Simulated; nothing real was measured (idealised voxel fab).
process module | voxel ribs on slabs
cross-section cut | 200 nm wide | cells 5 nm
A cross-section is a grid of square cells, given in bands from the top down. A band is one or more rows of cells.
Each band's line starts with the height of the band's top and of its bottom, in nm. Then come its materials from left to right, each with its width in nm. One material with "throughout" fills the band from edge to edge. "air" is empty space.
Height 0 is the level under which the wafer as received is all one material. The lowest band goes on downwards, as in "0 down".
A width such as "30 to 40" changes by the same amount from each row of cells to the next, from the band's top row to its bottom row.
"no change" after a step means that no cell of the cross-section changed.
closed voids: empty space of 8 cells or more with no open way to the top, each as width x height at its distance from the left edge, in nm
after a step's settings: what the simulator itself notes on the step
overlay nm, on a step with a mask: how far to the right of its planned place the mask lay; to the left if negative
plan
1 op RECEIVE | material Si
2 op DIRECTIONAL_DEP | material SiO2 | thk nm 20
3 op DIRECTIONAL_DEP | material SiN | thk nm 20
4 op DIRECTIONAL_DEP | material aC | thk nm 10
5 op PATTERN | tone cover | mask id RIB | material resist | width nm 20 | thk nm 25 | overlay nm 0
6 op DIRECTIONAL_ETCH | etch materials aC | depth nm 10
7 op STRIP | etch materials resist
8 op DIRECTIONAL_ETCH | etch materials SiN | depth nm 10
9 op STRIP | etch materials aC
10 op DIRECTIONAL_DEP | material aC | thk nm 15
11 op PATTERN | tone cover | mask id SLAB | material resist | width nm 50 | thk nm 30 | overlay nm 0
12 op DIRECTIONAL_ETCH | etch materials aC | depth nm 15
13 op STRIP | etch materials resist
14 op DIRECTIONAL_ETCH | etch materials SiN | depth nm 10
15 op STRIP | etch materials aC
16 op FILL_DEP | material SiO2 | thk nm 30
17 op CMP | height nm 60
18 op DIRECTIONAL_DEP | material TiN | thk nm 5
19 op MASKED_ETCH | tone cover | mask id HEATER | width nm 30 | etch materials TiN | depth nm 5 | overlay nm 0
20 op CONFORMAL_DEP | material SiN | thk nm 5
as received, after step 1
  0 down: Si throughout
  closed voids: none
a wafer at the end: this start, this plan, one mistake
  70 to 65: air 80 | SiN 40 | air 80
  65 to 60: SiN 85 | TiN 30 | SiN 85
  60 to 40: SiO2 throughout
  40 to 30: SiO2 85 | SiN 30 | SiO2 85
  30 to 20: SiO2 75 | SiN 50 | SiO2 75
  20 to 0: SiO2 throughout
  0 down: Si throughout
  closed voids: none
what went wrong: step 5 ran as: op PATTERN | tone cover | mask id RIB | material resist | width nm 30 | thk nm 25 | overlay nm 0
